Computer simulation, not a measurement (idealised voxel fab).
The following is a process module called voxel fin reveal.
The width of the displayed cross-section, cut, is 270 nm; its cells are square, with a size of 5 nm.
Cross-section layout: square cells on a grid; listed as bands, top to bottom; a band spans one or more cell rows. Within each band entry, the heights of the top and of the bottom of the band appear first, in that order and in nm; the materials of the band then follow from left to right, each with its corresponding width in nm. The designation "edge to edge" on a single material indicates that it fills the band from edge to edge; the designation "empty" indicates empty space. Height reference: 0 = level under which incoming wafer is all one material. Lowest band: no bottom, runs on downward, e.g. "0 down". The notation "30..40" denotes a width that varies across the rows of cells in the band, beginning at the first number in the top row, finishing at the second number in the bottom row, and changing by an identical amount from each row to the next. Step marked "remained unchanged"? Then no cell in the cross-section changed in it. "Enclosed internal voids" means: voids of 8 cells or more that are shut off from the top with no open way through. Written width x height at distance, distance from the left edge, in nm. Whatever follows a step's settings on its line is a remark the simulator itself makes about that step. overlay nm: right-of-plan distance of the mask on a masked step; negative values mean left-of-plan.
-- Here's what the planned process steps look like
1. RECEIVE with material Si
2. CONFORMAL_DEP with material SiN, thk nm 10
3. PATTERN with tone cover, mask id FINS, material resist, width nm 15, pitch nm 45, thk nm 20, overlay nm 0
4. DIRECTIONAL_ETCH with etch materials SiN, depth nm 10
5. DIRECTIONAL_ETCH with etch materials Si, depth nm 40
6. STRIP with etch materials resist
7. OXIDIZE with depth nm 5
8. FILL_DEP with material SiO2, thk nm 15
9. CMP with height nm 10
10. SELECTIVE_ETCH with etch materials SiO2, depth nm 40
11. STRIP with etch materials SiN
12. CONFORMAL_DEP with material SiO2, thk nm 5
It is noted that the wafers described herein are identical at the outset and are distinguished by the width nm of step 3; the value stated in the plan corresponds to the first wafer.
-- So this is the first of several wafers, cross-sectioned as it came to us, meaning it's at the end of step 1
- 0 down  Si edge to edge
- Enclosed internal voids: none
-- Take a look at the first of several wafers in cross-section: the module is done, and step 12 was its last step
- 5 to 0  105 nm empty / 15 nm SiO2 / 30 nm empty / 15 nm SiO2 / 105 nm empty
- 0 to -25  105 nm empty / 5 nm SiO2 / 5 nm Si / 5 nm SiO2 / 30 nm empty / 5 nm SiO2 / 5 nm Si / 5 nm SiO2 / 105 nm empty
- -25 to -45  110 nm SiO2 / 5 nm Si / 40 nm SiO2 / 5 nm Si / 110 nm SiO2
- -45 down  Si edge to edge
- Enclosed internal voids: none
-- Last-wafer cross-section at the end of the module
- 5 to 0  100 nm empty / 30 nm SiO2 / 15 nm empty / 30 nm SiO2 / 95 nm empty
- 0 to -25  100 nm empty / 5 nm SiO2 / 20 nm Si / 5 nm SiO2 / 15 nm empty / 5 nm SiO2 / 20 nm Si / 5 nm SiO2 / 95 nm empty
- -25 to -45  105 nm SiO2 / 20 nm Si / 25 nm SiO2 / 20 nm Si / 100 nm SiO2
- -45 down  Si edge to edge
- Enclosed internal voids: none
-- The rows of the table below are wafers. Looking at the end of the module, a row counts, for every material, the cells the wafer has gained, shown as (+), or lost, shown as (-), since it was received; its closed voids come next
width nm 15, -468 Si, +234 SiO2, Enclosed internal voids: none
width nm 20, -450 Si, +228 SiO2, Enclosed internal voids: none
width nm 25, -432 Si, +222 SiO2, Enclosed internal voids: none
width nm 30, -414 Si, +216 SiO2, Enclosed internal voids: none
